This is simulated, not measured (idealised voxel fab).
Herein follows the process module entitled voxel wiring stack.
Pictured: cross-section cut, 230 nm wide, on a grid of 5 nm square cells.
Cross-section format: a grid of square cells, given as bands from top to bottom; each band is one or more rows of cells. Top, bottom (nm), then materials left to right with widths (nm); lone material tagged "everywhere" fills the whole band edge to edge; "air" = empty space. Heads up on the height convention: 0 is the point under which the incoming wafer is all one material, and the lowest band has no bottom, it just keeps going down, like "0..down". Top row gets the first number, bottom row gets the second, and each row in between changes by the same step: that is how a band width like "30..40" works. Reading "no change" for a step: not a cell of the cross-section changed in it. This entry, "Enclosed void listing", enumerates those empty regions of no fewer than 8 cells that possess no open connection to the top. Each region is reported in the form width x height at distance, the distance being taken from the left edge, with all three quantities expressed in nm. after a step's settings: what the simulator itself notes on the step. overlay nm: where the mask lay relative to plan, measured to the right, on steps with a mask; negatives go left. Layout of what follows: cross-section pairs, each bracketing one process step, the after cross-section shown only to the lowest band that changed, the step between and its settings noted under each pair. Pairs may originate in different runs of this module on the same starting wafer; a pair continues from the pair above only where its entry headed "Snapshot before" says so.
-- Snapshot before
* 145..135  aC everywhere
* 135..110  Ru everywhere
* 110..105  TiN everywhere
* 105..100  SiCN 25 nm / TiN 15 nm / SiCN 85 nm / TiN 15 nm / SiCN 90 nm
* 100..90  SiO2 everywhere
* 90..70  SiO2 25 nm / TiN 5 nm / Cu 15 nm / TiN 5 nm / SiO2 25 nm / TiN 5 nm / Cu 15 nm / TiN 5 nm / SiO2 25 nm / TiN 5 nm / Cu 15 nm / TiN 5 nm / SiO2 25 nm / TiN 5 nm / Cu 15 nm / TiN 5 nm / SiO2 30 nm
* 70..65  SiN 25 nm / TiN 25 nm / SiN 25 nm / TiN 25 nm / SiN 25 nm / TiN 25 nm / SiN 25 nm / TiN 25 nm / SiN 30 nm
* 65..50  lowk 25 nm / Ru 15 nm / lowk 85 nm / Ru 15 nm / lowk 90 nm
* 50..45  SiCN 25 nm / Ru 15 nm / SiCN 85 nm / Ru 15 nm / SiCN 90 nm
* 45..20  SiO2 25 nm / TiN 5 nm / W 15 nm / TiN 5 nm / SiO2 25 nm / TiN 5 nm / W 15 nm / TiN 5 nm / SiO2 25 nm / TiN 5 nm / W 15 nm / TiN 5 nm / SiO2 25 nm / TiN 5 nm / W 15 nm / TiN 5 nm / SiO2 30 nm
* 20..15  SiCN 25 nm / TiN 25 nm / SiCN 25 nm / TiN 25 nm / SiCN 25 nm / TiN 25 nm / SiCN 25 nm / TiN 25 nm / SiCN 30 nm
* 15..0  SiO2 everywhere
* 0..down  Si everywhere
* Enclosed void listing: none
-- Step Result
* 175..145  air 25 nm / resist 25 nm / air 25 nm / resist 25 nm / air 25 nm / resist 25 nm / air 25 nm / resist 25 nm / air 30 nm
* Note: structure below 145 unchanged.
* Enclosed void listing: none
The before and after cross-sections above are linked by PATTERN, tone cover, mask id METAL_3, material resist, width nm 25, pitch nm 50, thk nm 30, overlay nm 0
Snapshot before: The initial state for this step is given by the after cross-section of the immediately preceding pair.
-- Step Result
* 165..145  air 25 nm / resist 25 nm / air 25 nm / resist 25 nm / air 25 nm / resist 25 nm / air 25 nm / resist 25 nm / air 30 nm
* 145..135  air 25 nm / aC 25 nm / air 25 nm / aC 25 nm / air 25 nm / aC 25 nm / air 25 nm / aC 25 nm / air 30 nm
* Note: structure below 135 unchanged.
* Enclosed void listing: none
The before and after cross-sections above are linked by DIRECTIONAL_ETCH, etch materials aC, depth nm 10
Snapshot before: The initial state for this step is given by the after cross-section of the immediately preceding pair.
-- Step Result
* 145..135  air 25 nm / aC 25 nm / air 25 nm / aC 25 nm / air 25 nm / aC 25 nm / air 25 nm / aC 25 nm / air 30 nm
* Note: structure below 135 unchanged.
* Enclosed void listing: none
The before and after cross-sections above are linked by STRIP, etch materials resist
Snapshot before: The initial state for this step is given by the after cross-section of the immediately preceding pair.
-- Step Result
* 145..135  air 25 nm / aC 25 nm / air 25 nm / aC 25 nm / air 25 nm / aC 25 nm / air 25 nm / aC 25 nm / air 30 nm
* 135..110  air 25 nm / Ru 25 nm / air 25 nm / Ru 25 nm / air 25 nm / Ru 25 nm / air 25 nm / Ru 25 nm / air 30 nm
* Note: structure below 110 unchanged.
* Enclosed void listing: none
The before and after cross-sections above are linked by DIRECTIONAL_ETCH, etch materials Ru, depth nm 25
Snapshot before: The initial state for this step is given by the after cross-section of the immediately preceding pair.
-- Step Result
* 145..135  air 25 nm / aC 25 nm / air 25 nm / aC 25 nm / air 25 nm / aC 25 nm / air 25 nm / aC 25 nm / air 30 nm
* 135..110  air 25 nm / Ru 25 nm / air 25 nm / Ru 25 nm / air 25 nm / Ru 25 nm / air 25 nm / Ru 25 nm / air 30 nm
* 110..105  air 25 nm / TiN 25 nm / air 25 nm / TiN 25 nm / air 25 nm / TiN 25 nm / air 25 nm / TiN 25 nm / air 30 nm
* Note: structure below 105 unchanged.
* Enclosed void listing: none
The before and after cross-sections above are linked by DIRECTIONAL_ETCH, etch materials TiN, depth nm 5
Snapshot before: The initial state for this step is given by the after cross-section of the immediately preceding pair.
-- Step Result
* 135..110  air 25 nm / Ru 25 nm / air 25 nm / Ru 25 nm / air 25 nm / Ru 25 nm / air 25 nm / Ru 25 nm / air 30 nm
* Note: structure below 110 unchanged.
* Enclosed void listing: none
The before and after cross-sections above are linked by STRIP, etch materials aC
Snapshot before: The initial state for this step is given by the after cross-section of the immediately preceding pair.
-- Step Result
* 140..135  air 20 nm / SiCN 35 nm / air 15 nm / SiCN 35 nm / air 15 nm / SiCN 35 nm / air 15 nm / SiCN 35 nm / air 25 nm
* 135..110  air 20 nm / SiCN 5 nm / Ru 25 nm / SiCN 5 nm / air 15 nm / SiCN 5 nm / Ru 25 nm / SiCN 5 nm / air 15 nm / SiCN 5 nm / Ru 25 nm / SiCN 5 nm / air 15 nm / SiCN 5 nm / Ru 25 nm / SiCN 5 nm / air 25 nm
* 110..105  SiCN 25 nm / TiN 25 nm / SiCN 25 nm / TiN 25 nm / SiCN 25 nm / TiN 25 nm / SiCN 25 nm / TiN 25 nm / SiCN 30 nm
* Note: structure below 105 unchanged.
* Enclosed void listing: none
The before and after cross-sections above are linked by CONFORMAL_DEP, material SiCN, thk nm 5
Snapshot before: The initial state for this step is given by the after cross-section of the immediately preceding pair.
-- Step Result
* 150..140  SiO2 everywhere
* 140..135  SiO2 20 nm / SiCN 35 nm / SiO2 15 nm / SiCN 35 nm / SiO2 15 nm / SiCN 35 nm / SiO2 15 nm / SiCN 35 nm / SiO2 25 nm
* 135..110  SiO2 20 nm / SiCN 5 nm / Ru 25 nm / SiCN 5 nm / SiO2 15 nm / SiCN 5 nm / Ru 25 nm / SiCN 5 nm / SiO2 15 nm / SiCN 5 nm / Ru 25 nm / SiCN 5 nm / SiO2 15 nm / SiCN 5 nm / Ru 25 nm / SiCN 5 nm / SiO2 25 nm
* Note: structure below 110 unchanged.
* Enclosed void listing: none
The before and after cross-sections above are linked by FILL_DEP, material SiO2, thk nm 10
Snapshot before: The initial state for this step is given by the after cross-section of the immediately preceding pair.
-- Step Result
* 135..110  SiO2 20 nm / SiCN 5 nm / Ru 25 nm / SiCN 5 nm / SiO2 15 nm / SiCN 5 nm / Ru 25 nm / SiCN 5 nm / SiO2 15 nm / SiCN 5 nm / Ru 25 nm / SiCN 5 nm / SiO2 15 nm / SiCN 5 nm / Ru 25 nm / SiCN 5 nm / SiO2 25 nm
* Note: structure below 110 unchanged.
* Enclosed void listing: none
The before and after cross-sections above are linked by CMP, height nm 135
Snapshot before: The initial state for this step is given by the after cross-section of the immediately preceding pair.
-- Step Result
* 140..135  SiCN everywhere
* Note: structure below 135 unchanged.
* Enclosed void listing: none
The before and after cross-sections above are linked by CONFORMAL_DEP, material SiCN, thk nm 5
Snapshot before: The initial state for this step is given by the after cross-section of the immediately preceding pair.
-- Step Result
* 150..140  lowk everywhere
* Note: structure below 140 unchanged.
* Enclosed void listing: none
The before and after cross-sections above are linked by DIRECTIONAL_DEP, material lowk, thk nm 10
Snapshot before: The initial state for this step is given by the after cross-section of the immediately preceding pair.
-- Step Result
* 170..150  resist 25 nm / air 15 nm / resist 85 nm / air 15 nm / resist 90 nm
* Note: structure below 150 unchanged.
* Enclosed void listing: none
The before and after cross-sections above are linked by PATTERN, tone open, mask id PLUG_3, material resist, width nm 15, pitch nm 100, thk nm 20, overlay nm 0
Snapshot before: The initial state for this step is given by the after cross-section of the immediately preceding pair.
-- Step Result
* 170..150  resist 25 nm / air 15 nm / resist 85 nm / air 15 nm / resist 90 nm
* 150..140  lowk 25 nm / air 15 nm / lowk 85 nm / air 15 nm / lowk 90 nm
* Note: structure below 140 unchanged.
* Enclosed void listing: none
The before and after cross-sections above are linked by DIRECTIONAL_ETCH, etch materials lowk, depth nm 10
Snapshot before: The initial state for this step is given by the after cross-section of the immediately preceding pair.
-- Step Result
* 170..150  resist 25 nm / air 15 nm / resist 85 nm / air 15 nm / resist 90 nm
* 150..140  lowk 25 nm / air 15 nm / lowk 85 nm / air 15 nm / lowk 90 nm
* 140..135  SiCN 25 nm / air 15 nm / SiCN 85 nm / air 15 nm / SiCN 90 nm
* Note: structure below 135 unchanged.
* Enclosed void listing: none
The before and after cross-sections above are linked by DIRECTIONAL_ETCH, etch materials SiCN, depth nm 5
Snapshot before: The initial state for this step is given by the after cross-section of the immediately preceding pair.
-- Step Result
* 150..140  lowk 25 nm / air 15 nm / lowk 85 nm / air 15 nm / lowk 90 nm
* Note: structure below 140 unchanged.
* Enclosed void listing: none
The before and after cross-sections above are linked by STRIP, etch materials resist
Snapshot before: The initial state for this step is given by the after cross-section of the immediately preceding pair.
-- Step Result
* 155..150  TiN 30 nm / air 5 nm / TiN 95 nm / air 5 nm / TiN 95 nm
* 150..140  lowk 25 nm / TiN 5 nm / air 5 nm / TiN 5 nm / lowk 85 nm / TiN 5 nm / air 5 nm / TiN 5 nm / lowk 90 nm
* 140..135  SiCN 25 nm / TiN 15 nm / SiCN 85 nm / TiN 15 nm / SiCN 90 nm
* Note: structure below 135 unchanged.
* Enclosed void listing: none
The before and after cross-sections above are linked by CONFORMAL_DEP, material TiN, thk nm 5
Snapshot before: The initial state for this step is given by the after cross-section of the immediately preceding pair.
-- Step Result
* 160..155  Ru everywhere
* 155..150  TiN 30 nm / Ru 5 nm / TiN 95 nm / Ru 5 nm / TiN 95 nm
* 150..140  lowk 25 nm / TiN 5 nm / Ru 5 nm / TiN 5 nm / lowk 85 nm / TiN 5 nm / Ru 5 nm / TiN 5 nm / lowk 90 nm
* Note: structure below 140 unchanged.
* Enclosed void listing: none
The before and after cross-sections above are linked by FILL_DEP, material Ru, thk nm 5
Snapshot before: The initial state for this step is given by the after cross-section of the immediately preceding pair.
-- Step Result
* 150..140  lowk 25 nm / TiN 5 nm / Ru 5 nm / TiN 5 nm / lowk 85 nm / TiN 5 nm / Ru 5 nm / TiN 5 nm / lowk 90 nm
* Note: structure below 140 unchanged.
* Enclosed void listing: none
The before and after cross-sections above are linked by CMP, height nm 150
Snapshot before: The initial state for this step is given by the after cross-section of the immediately preceding pair.
-- Step Result
* 155..150  TiN everywhere
* Note: structure below 150 unchanged.
* Enclosed void listing: none
The before and after cross-sections above are linked by DIRECTIONAL_DEP, material TiN, thk nm 5
Snapshot before: The initial state for this step is given by the after cross-section of the immediately preceding pair.
-- Step Result
* 175..155  W everywhere
* Note: structure below 155 unchanged.
* Enclosed void listing: none
The before and after cross-sections above are linked by DIRECTIONAL_DEP, material W, thk nm 20
Snapshot before: The initial state for this step is given by the after cross-section of the immediately preceding pair.
-- Step Result
* 195..175  air 25 nm / resist 25 nm / air 25 nm / resist 25 nm / air 25 nm / resist 25 nm / air 25 nm / resist 25 nm / air 30 nm
* Note: structure below 175 unchanged.
* Enclosed void listing: none
The before and after cross-sections above are linked by PATTERN, tone cover, mask id METAL_4, material resist, width nm 25, pitch nm 50, thk nm 20, overlay nm 0
Snapshot before: The initial state for this step is given by the after cross-section of the immediately preceding pair.
-- Step Result
* 195..175  air 25 nm / resist 25 nm / air 25 nm / resist 25 nm / air 25 nm / resist 25 nm / air 25 nm / resist 25 nm / air 30 nm
* 175..155  air 25 nm / W 25 nm / air 25 nm / W 25 nm / air 25 nm / W 25 nm / air 25 nm / W 25 nm / air 30 nm
* Note: structure below 155 unchanged.
* Enclosed void listing: none
The before and after cross-sections above are linked by DIRECTIONAL_ETCH, etch materials W, depth nm 20
Snapshot before: The initial state for this step is given by the after cross-section of the immediately preceding pair.
-- Step Result
* 195..175  air 25 nm / resist 25 nm / air 25 nm / resist 25 nm / air 25 nm / resist 25 nm / air 25 nm / resist 25 nm / air 30 nm
* 175..155  air 25 nm / W 25 nm / air 25 nm / W 25 nm / air 25 nm / W 25 nm / air 25 nm / W 25 nm / air 30 nm
* 155..150  air 25 nm / TiN 25 nm / air 25 nm / TiN 25 nm / air 25 nm / TiN 25 nm / air 25 nm / TiN 25 nm / air 30 nm
* Note: structure below 150 unchanged.
* Enclosed void listing: none
The before and after cross-sections above are linked by DIRECTIONAL_ETCH, etch materials TiN, depth nm 5
Snapshot before: The initial state for this step is given by the after cross-section of the immediately preceding pair.
-- Step Result
* 175..155  air 25 nm / W 25 nm / air 25 nm / W 25 nm / air 25 nm / W 25 nm / air 25 nm / W 25 nm / air 30 nm
* Note: structure below 155 unchanged.
* Enclosed void listing: none
The before and after cross-sections above are linked by STRIP, etch materials resist
Snapshot before: The initial state for this step is given by the after cross-section of the immediately preceding pair.
-- Step Result
* 180..175  SiO2 everywhere
* 175..155  SiO2 25 nm / W 25 nm / SiO2 25 nm / W 25 nm / SiO2 25 nm / W 25 nm / SiO2 25 nm / W 25 nm / SiO2 30 nm
* 155..150  SiO2 25 nm / TiN 25 nm / SiO2 25 nm / TiN 25 nm / SiO2 25 nm / TiN 25 nm / SiO2 25 nm / TiN 25 nm / SiO2 30 nm
* Note: structure below 150 unchanged.
* Enclosed void listing: none
The before and after cross-sections above are linked by FILL_DEP, material SiO2, thk nm 5
Snapshot before: The initial state for this step is given by the after cross-section of the immediately preceding pair.
-- Step Result
* 175..155  SiO2 25 nm / W 25 nm / SiO2 25 nm / W 25 nm / SiO2 25 nm / W 25 nm / SiO2 25 nm / W 25 nm / SiO2 30 nm
* Note: structure below 155 unchanged.
* Enclosed void listing: none
The before and after cross-sections above are linked by CMP, height nm 175
Snapshot before: The initial state for this step is given by the after cross-section of the immediately preceding pair.
-- Step Result
* 180..175  SiN everywhere
* Note: structure below 175 unchanged.
* Enclosed void listing: none
The before and after cross-sections above are linked by CONFORMAL_DEP, material SiN, thk nm 5
-- Snapshot before
* 175..155  SiO2 25 nm / W 25 nm / SiO2 25 nm / W 25 nm / SiO2 25 nm / W 25 nm / SiO2 25 nm / W 25 nm / SiO2 30 nm
* 155..150  SiO2 25 nm / TiN 25 nm / SiO2 25 nm / TiN 25 nm / SiO2 25 nm / TiN 25 nm / SiO2 25 nm / TiN 25 nm / SiO2 30 nm
* 150..140  lowk 25 nm / TiN 5 nm / Ru 5 nm / TiN 5 nm / lowk 85 nm / TiN 5 nm / Ru 5 nm / TiN 5 nm / lowk 90 nm
* 140..135  SiCN 25 nm / TiN 15 nm / SiCN 85 nm / TiN 15 nm / SiCN 90 nm
* 135..110  SiO2 20 nm / SiCN 5 nm / Ru 25 nm / SiCN 5 nm / SiO2 15 nm / SiCN 5 nm / Ru 25 nm / SiCN 5 nm / SiO2 15 nm / SiCN 5 nm / Ru 25 nm / SiCN 5 nm / SiO2 15 nm / SiCN 5 nm / Ru 25 nm / SiCN 5 nm / SiO2 25 nm
* 110..105  SiCN 25 nm / TiN 25 nm / SiCN 25 nm / TiN 25 nm / SiCN 25 nm / TiN 25 nm / SiCN 25 nm / TiN 25 nm / SiCN 30 nm
* 105..95  SiO2 25 nm / TiN 5 nm / Ru 5 nm / TiN 5 nm / SiO2 85 nm / TiN 5 nm / Ru 5 nm / TiN 5 nm / SiO2 90 nm
* 95..90  SiCN 25 nm / TiN 15 nm / SiCN 85 nm / TiN 15 nm / SiCN 90 nm
* 90..70  SiO2 25 nm / TiN 5 nm / Cu 15 nm / TiN 5 nm / SiO2 25 nm / TiN 5 nm / Cu 15 nm / TiN 5 nm / SiO2 25 nm / TiN 5 nm / Cu 15 nm / TiN 5 nm / SiO2 25 nm / TiN 5 nm / Cu 15 nm / TiN 5 nm / SiO2 30 nm
* 70..65  SiN 25 nm / TiN 25 nm / SiN 25 nm / TiN 25 nm / SiN 25 nm / TiN 25 nm / SiN 25 nm / TiN 25 nm / SiN 30 nm
* 65..50  lowk 25 nm / Ru 15 nm / lowk 85 nm / Ru 15 nm / lowk 90 nm
* 50..45  SiCN 25 nm / Ru 15 nm / SiCN 85 nm / Ru 15 nm / SiCN 90 nm
* 45..20  SiO2 25 nm / TiN 5 nm / W 15 nm / TiN 5 nm / SiO2 25 nm / TiN 5 nm / W 15 nm / TiN 5 nm / SiO2 25 nm / TiN 5 nm / W 15 nm / TiN 5 nm / SiO2 25 nm / TiN 5 nm / W 15 nm / TiN 5 nm / SiO2 30 nm
* 20..15  SiCN 25 nm / TiN 25 nm / SiCN 25 nm / TiN 25 nm / SiCN 25 nm / TiN 25 nm / SiCN 25 nm / TiN 25 nm / SiCN 30 nm
* 15..0  SiO2 everywhere
* 0..down  Si everywhere
* Enclosed void listing: none
-- Step Result
* 190..175  SiN everywhere
* Note: structure below 175 unchanged.
* Enclosed void listing: none
The before and after cross-sections above are linked by CONFORMAL_DEP, material SiN, thk nm 15
-- Snapshot before
* 90..70  SiO2 everywhere
* 70..65  SiN everywhere
* 65..50  lowk 25 nm / Ru 15 nm / lowk 85 nm / Ru 15 nm / lowk 90 nm
* 50..45  SiCN 25 nm / Ru 15 nm / SiCN 85 nm / Ru 15 nm / SiCN 90 nm
* 45..20  SiO2 25 nm / TiN 5 nm / W 15 nm / TiN 5 nm / SiO2 25 nm / TiN 5 nm / W 15 nm / TiN 5 nm / SiO2 25 nm / TiN 5 nm / W 15 nm / TiN 5 nm / SiO2 25 nm / TiN 5 nm / W 15 nm / TiN 5 nm / SiO2 30 nm
* 20..15  SiCN 25 nm / TiN 25 nm / SiCN 25 nm / TiN 25 nm / SiCN 25 nm / TiN 25 nm / SiCN 25 nm / TiN 25 nm / SiCN 30 nm
* 15..0  SiO2 everywhere
* 0..down  Si everywhere
* Enclosed void listing: none
-- Step Result
* 90..70  SiO2 30 nm / air 20 nm / SiO2 30 nm / air 20 nm / SiO2 30 nm / air 20 nm / SiO2 30 nm / air 20 nm / SiO2 30 nm
* Note: structure below 70 unchanged.
* Enclosed void listing: none
The before and after cross-sections above are linked by MASKED_ETCH, tone open, mask id METAL_2, width nm 20, pitch nm 50, etch materials SiO2, depth nm 20, overlay nm 0
Snapshot before: The initial state for this step is given by the after cross-section of the immediately preceding pair.
-- Step Result
* 90..70  SiO2 30 nm / air 20 nm / SiO2 30 nm / air 20 nm / SiO2 30 nm / air 20 nm / SiO2 30 nm / air 20 nm / SiO2 30 nm
* 70..65  SiN 30 nm / air 20 nm / SiN 30 nm / air 20 nm / SiN 30 nm / air 20 nm / SiN 30 nm / air 20 nm / SiN 30 nm
* Note: structure below 65 unchanged.
* Enclosed void listing: none
The before and after cross-sections above are linked by MASKED_ETCH, tone open, mask id METAL_2, width nm 25, pitch nm 50, etch materials SiN, depth nm 5, overlay nm 0
Snapshot before: The initial state for this step is given by the after cross-section of the immediately preceding pair.
-- Step Result
* 95..90  TiN 35 nm / air 10 nm / TiN 40 nm / air 10 nm / TiN 40 nm / air 10 nm / TiN 40 nm / air 10 nm / TiN 35 nm
* 90..70  SiO2 30 nm / TiN 5 nm / air 10 nm / TiN 5 nm / SiO2 30 nm / TiN 5 nm / air 10 nm / TiN 5 nm / SiO2 30 nm / TiN 5 nm / air 10 nm / TiN 5 nm / SiO2 30 nm / TiN 5 nm / air 10 nm / TiN 5 nm / SiO2 30 nm
* 70..65  SiN 30 nm / TiN 20 nm / SiN 30 nm / TiN 20 nm / SiN 30 nm / TiN 20 nm / SiN 30 nm / TiN 20 nm / SiN 30 nm
* Note: structure below 65 unchanged.
* Enclosed void listing: none
The before and after cross-sections above are linked by CONFORMAL_DEP, material TiN, thk nm 5
Snapshot before: The initial state for this step is given by the after cross-section of the immediately preceding pair.
-- Step Result
* 105..95  Cu everywhere
* 95..90  TiN 35 nm / Cu 10 nm / TiN 40 nm / Cu 10 nm / TiN 40 nm / Cu 10 nm / TiN 40 nm / Cu 10 nm / TiN 35 nm
* 90..70  SiO2 30 nm / TiN 5 nm / Cu 10 nm / TiN 5 nm / SiO2 30 nm / TiN 5 nm / Cu 10 nm / TiN 5 nm / SiO2 30 nm / TiN 5 nm / Cu 10 nm / TiN 5 nm / SiO2 30 nm / TiN 5 nm / Cu 10 nm / TiN 5 nm / SiO2 30 nm
* Note: structure below 70 unchanged.
* Enclosed void listing: none
The before and after cross-sections above are linked by FILL_DEP, material Cu, thk nm 10
Snapshot before: The initial state for this step is given by the after cross-section of the immediately preceding pair.
-- Step Result
* 90..70  SiO2 30 nm / TiN 5 nm / Cu 10 nm / TiN 5 nm / SiO2 30 nm / TiN 5 nm / Cu 10 nm / TiN 5 nm / SiO2 30 nm / TiN 5 nm / Cu 10 nm / TiN 5 nm / SiO2 30 nm / TiN 5 nm / Cu 10 nm / TiN 5 nm / SiO2 30 nm
* Note: structure below 70 unchanged.
* Enclosed void listing: none
The before and after cross-sections above are linked by CMP, height nm 90
Snapshot before: The initial state for this step is given by the after cross-section of the immediately preceding pair.
-- Step Result
* 95..90  SiCN everywhere
* Note: structure below 90 unchanged.
* Enclosed void listing: none
The before and after cross-sections above are linked by CONFORMAL_DEP, material SiCN, thk nm 5
Snapshot before: The initial state for this step is given by the after cross-section of the immediately preceding pair.
-- Step Result
* 105..95  SiO2 everywhere
* Note: structure below 95 unchanged.
* Enclosed void listing: none
The before and after cross-sections above are linked by DIRECTIONAL_DEP, material SiO2, thk nm 10
Snapshot before: The initial state for this step is given by the after cross-section of the immediately preceding pair.
-- Step Result
* 120..105  aC everywhere
* Note: structure below 105 unchanged.
* Enclosed void listing: none
The before and after cross-sections above are linked by DIRECTIONAL_DEP, material aC, thk nm 15
Snapshot before: The initial state for this step is given by the after cross-section of the immediately preceding pair.
-- Step Result
* 150..120  resist 25 nm / air 15 nm / resist 85 nm / air 15 nm / resist 90 nm
* Note: structure below 120 unchanged.
* Enclosed void listing: none
The before and after cross-sections above are linked by PATTERN, tone open, mask id PLUG_2, material resist, width nm 15, pitch nm 100, thk nm 30, overlay nm 0
Snapshot before: The initial state for this step is given by the after cross-section of the immediately preceding pair.
-- Step Result
* 135..120  resist 25 nm / air 15 nm / resist 85 nm / air 15 nm / resist 90 nm
* 120..105  aC 25 nm / air 15 nm / aC 85 nm / air 15 nm / aC 90 nm
* Note: structure below 105 unchanged.
* Enclosed void listing: none
The before and after cross-sections above are linked by DIRECTIONAL_ETCH, etch materials aC, depth nm 15
Snapshot before: The initial state for this step is given by the after cross-section of the immediately preceding pair.
-- Step Result
* 120..105  aC 25 nm / air 15 nm / aC 85 nm / air 15 nm / aC 90 nm
* Note: structure below 105 unchanged.
* Enclosed void listing: none
The before and after cross-sections above are linked by STRIP, etch materials resist
Snapshot before: The initial state for this step is given by the after cross-section of the immediately preceding pair.
-- Step Result
* 120..105  aC 25 nm / air 15 nm / aC 85 nm / air 15 nm / aC 90 nm
* 105..95  SiO2 25 nm / air 15 nm / SiO2 85 nm / air 15 nm / SiO2 90 nm
* Note: structure below 95 unchanged.
* Enclosed void listing: none
The before and after cross-sections above are linked by DIRECTIONAL_ETCH, etch materials SiO2, depth nm 10
Snapshot before: The initial state for this step is given by the after cross-section of the immediately preceding pair.
-- Step Result
* 120..105  aC 25 nm / air 15 nm / aC 85 nm / air 15 nm / aC 90 nm
* 105..95  SiO2 25 nm / air 15 nm / SiO2 85 nm / air 15 nm / SiO2 90 nm
* 95..90  SiCN 25 nm / air 15 nm / SiCN 85 nm / air 15 nm / SiCN 90 nm
* Note: structure below 90 unchanged.
* Enclosed void listing: none
The before and after cross-sections above are linked by DIRECTIONAL_ETCH, etch materials SiCN, depth nm 5
Snapshot before: The initial state for this step is given by the after cross-section of the immediately preceding pair.
-- Step Result
* 105..95  SiO2 25 nm / air 15 nm / SiO2 85 nm / air 15 nm / SiO2 90 nm
* Note: structure below 95 unchanged.
* Enclosed void listing: none
The before and after cross-sections above are linked by STRIP, etch materials aC
Snapshot before: The initial state for this step is given by the after cross-section of the immediately preceding pair.
-- Step Result
* 110..105  TiN 30 nm / air 5 nm / TiN 95 nm / air 5 nm / TiN 95 nm
* 105..95  SiO2 25 nm / TiN 5 nm / air 5 nm / TiN 5 nm / SiO2 85 nm / TiN 5 nm / air 5 nm / TiN 5 nm / SiO2 90 nm
* 95..90  SiCN 25 nm / TiN 15 nm / SiCN 85 nm / TiN 15 nm / SiCN 90 nm
* Note: structure below 90 unchanged.
* Enclosed void listing: none
The before and after cross-sections above are linked by CONFORMAL_DEP, material TiN, thk nm 5
Snapshot before: The initial state for this step is given by the after cross-section of the immediately preceding pair.
-- Step Result
* 115..110  Ru everywhere
* 110..105  TiN 30 nm / Ru 5 nm / TiN 95 nm / Ru 5 nm / TiN 95 nm
* 105..95  SiO2 25 nm / TiN 5 nm / Ru 5 nm / TiN 5 nm / SiO2 85 nm / TiN 5 nm / Ru 5 nm / TiN 5 nm / SiO2 90 nm
* Note: structure below 95 unchanged.
* Enclosed void listing: none
The before and after cross-sections above are linked by FILL_DEP, material Ru, thk nm 5
Snapshot before: The initial state for this step is given by the after cross-section of the immediately preceding pair.
-- Step Result
* 105..95  SiO2 25 nm / TiN 5 nm / Ru 5 nm / TiN 5 nm / SiO2 85 nm / TiN 5 nm / Ru 5 nm / TiN 5 nm / SiO2 90 nm
* Note: structure below 95 unchanged.
* Enclosed void listing: none
The before and after cross-sections above are linked by CMP, height nm 105
Snapshot before: The initial state for this step is given by the after cross-section of the immediately preceding pair.
-- Step Result
* 110..105  TiN everywhere
* Note: structure below 105 unchanged.
* Enclosed void listing: none
The before and after cross-sections above are linked by DIRECTIONAL_DEP, material TiN, thk nm 5
Snapshot before: The initial state for this step is given by the after cross-section of the immediately preceding pair.
-- Step Result
* 135..110  Ru everywhere
* Note: structure below 110 unchanged.
* Enclosed void listing: none
The before and after cross-sections above are linked by DIRECTIONAL_DEP, material Ru, thk nm 25
Snapshot before: The initial state for this step is given by the after cross-section of the immediately preceding pair.
-- Step Result
* 145..135  aC everywhere
* Note: structure below 135 unchanged.
* Enclosed void listing: none
The before and after cross-sections above are linked by DIRECTIONAL_DEP, material aC, thk nm 10
Snapshot before: The initial state for this step is given by the after cross-section of the immediately preceding pair.
-- Step Result
* 175..145  air 25 nm / resist 25 nm / air 25 nm / resist 25 nm / air 25 nm / resist 25 nm / air 25 nm / resist 25 nm / air 30 nm
* Note: structure below 145 unchanged.
* Enclosed void listing: none
The before and after cross-sections above are linked by PATTERN, tone cover, mask id METAL_3, material resist, width nm 25, pitch nm 50, thk nm 30, overlay nm 0
Snapshot before: The initial state for this step is given by the after cross-section of the immediately preceding pair.
-- Step Result
* 165..145  air 25 nm / resist 25 nm / air 25 nm / resist 25 nm / air 25 nm / resist 25 nm / air 25 nm / resist 25 nm / air 30 nm
* 145..135  air 25 nm / aC 25 nm / air 25 nm / aC 25 nm / air 25 nm / aC 25 nm / air 25 nm / aC 25 nm / air 30 nm
* Note: structure below 135 unchanged.
* Enclosed void listing: none
The before and after cross-sections above are linked by DIRECTIONAL_ETCH, etch materials aC, depth nm 10
Snapshot before: The initial state for this step is given by the after cross-section of the immediately preceding pair.
-- Step Result
* 145..135  air 25 nm / aC 25 nm / air 25 nm / aC 25 nm / air 25 nm / aC 25 nm / air 25 nm / aC 25 nm / air 30 nm
* Note: structure below 135 unchanged.
* Enclosed void listing: none
The before and after cross-sections above are linked by STRIP, etch materials resist
Snapshot before: The initial state for this step is given by the after cross-section of the immediately preceding pair.
-- Step Result
* 145..135  air 25 nm / aC 25 nm / air 25 nm / aC 25 nm / air 25 nm / aC 25 nm / air 25 nm / aC 25 nm / air 30 nm
* 135..110  air 25 nm / Ru 25 nm / air 25 nm / Ru 25 nm / air 25 nm / Ru 25 nm / air 25 nm / Ru 25 nm / air 30 nm
* Note: structure below 110 unchanged.
* Enclosed void listing: none
The before and after cross-sections above are linked by DIRECTIONAL_ETCH, etch materials Ru, depth nm 25
Snapshot before: The initial state for this step is given by the after cross-section of the immediately preceding pair.
-- Step Result
* 145..135  air 25 nm / aC 25 nm / air 25 nm / aC 25 nm / air 25 nm / aC 25 nm / air 25 nm / aC 25 nm / air 30 nm
* 135..110  air 25 nm / Ru 25 nm / air 25 nm / Ru 25 nm / air 25 nm / Ru 25 nm / air 25 nm / Ru 25 nm / air 30 nm
* 110..105  air 25 nm / TiN 25 nm / air 25 nm / TiN 25 nm / air 25 nm / TiN 25 nm / air 25 nm / TiN 25 nm / air 30 nm
* Note: structure below 105 unchanged.
* Enclosed void listing: none
The before and after cross-sections above are linked by DIRECTIONAL_ETCH, etch materials TiN, depth nm 5
Snapshot before: The initial state for this step is given by the after cross-section of the immediately preceding pair.
-- Step Result
* 135..110  air 25 nm / Ru 25 nm / air 25 nm / Ru 25 nm / air 25 nm / Ru 25 nm / air 25 nm / Ru 25 nm / air 30 nm
* Note: structure below 110 unchanged.
* Enclosed void listing: none
The before and after cross-sections above are linked by STRIP, etch materials aC
Snapshot before: The initial state for this step is given by the after cross-section of the immediately preceding pair.
-- Step Result
* 140..135  air 20 nm / SiCN 35 nm / air 15 nm / SiCN 35 nm / air 15 nm / SiCN 35 nm / air 15 nm / SiCN 35 nm / air 25 nm
* 135..110  air 20 nm / SiCN 5 nm / Ru 25 nm / SiCN 5 nm / air 15 nm / SiCN 5 nm / Ru 25 nm / SiCN 5 nm / air 15 nm / SiCN 5 nm / Ru 25 nm / SiCN 5 nm / air 15 nm / SiCN 5 nm / Ru 25 nm / SiCN 5 nm / air 25 nm
* 110..105  SiCN 25 nm / TiN 25 nm / SiCN 25 nm / TiN 25 nm / SiCN 25 nm / TiN 25 nm / SiCN 25 nm / TiN 25 nm / SiCN 30 nm
* Note: structure below 105 unchanged.
* Enclosed void listing: none
The before and after cross-sections above are linked by CONFORMAL_DEP, material SiCN, thk nm 5
